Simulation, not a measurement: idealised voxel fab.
Proc. module: voxel fin reveal
In the cross-section labelled cut, the width is 250 nm and each square cell is 5 nm.
Bands, listed from the top down, are how a cross-section gets written in this document; the cross-section itself is a grid of square cells, and a band is one or more rows of them. Band entry format. Leading values: height of top, height of bottom, nm. Remainder: materials in left-to-right order, each with its width in nm. Special words: "full width" on a single material, which then fills the band edge to edge; "blank", empty space. The level at which height equals 0 is the one under which the wafer, as it arrives, is entirely one material. No lower edge exists for the bottom band, which continues downward and is notated as in "0 down". You'd read "30 to 40" like this: the band's top row of cells is as wide as the first number, its bottom row is as wide as the second, and going down, every row changes width by the same amount as the row before did. "identical to before" (step): cross-section cells unchanged, all of them. The list in "Catalogued sealed voids" covers empty spaces of 8 cells or more that cannot reach the top through any open way, and it gives each as width x height at distance; the distance is from the left edge, and width, height and distance are in nm. after a step's settings: what the simulator itself notes on the step. overlay nm, on a step with a mask: how far to the right of its planned place the mask lay; to the left if negative.

plan
1,RECEIVE, material Si
2,CONFORMAL_DEP, material SiN, thk nm 5
3,DIRECTIONAL_DEP, material aC, thk nm 15
4,PATTERN, tone cover, mask id FINS, material resist, width nm 15, pitch nm 35, thk nm 30, overlay nm 0
5,DIRECTIONAL_ETCH, etch materials aC, depth nm 15
6,STRIP, etch materials resist
7,DIRECTIONAL_ETCH, etch materials SiN, depth nm 5
8,DIRECTIONAL_ETCH, etch materials Si, depth nm 35
9,STRIP, etch materials aC
10,OXIDIZE, depth nm 5
11,FILL_DEP, material SiO2, thk nm 5
12,CMP, height nm 5
13,SELECTIVE_ETCH, etch materials SiO2, depth nm 20
14,STRIP, etch materials SiN
15,CONFORMAL_DEP, material SiO2, thk nm 5

Received-state cross-section, reflecting completion of step 1
- 0 down = Si full width
- Catalogued sealed voids: none

End-of-module cross-section. Starting structure and process plan as above; one mistake made in running it
- 5 to 0 = blank 100 nm, then SiO2 15 nm, then blank 20 nm, then SiO2 15 nm, then blank 100 nm
- 0 to -10 = blank 100 nm, then SiO2 5 nm, then Si 5 nm, then SiO2 5 nm, then blank 20 nm, then SiO2 5 nm, then Si 5 nm, then SiO2 5 nm, then blank 100 nm
- -10 to -75 = SiO2 105 nm, then Si 5 nm, then SiO2 30 nm, then Si 5 nm, then SiO2 105 nm
- -75 down = Si full width
- Catalogued sealed voids: none
What was done differently from what was planned? in the plan, step 8 was performed twice
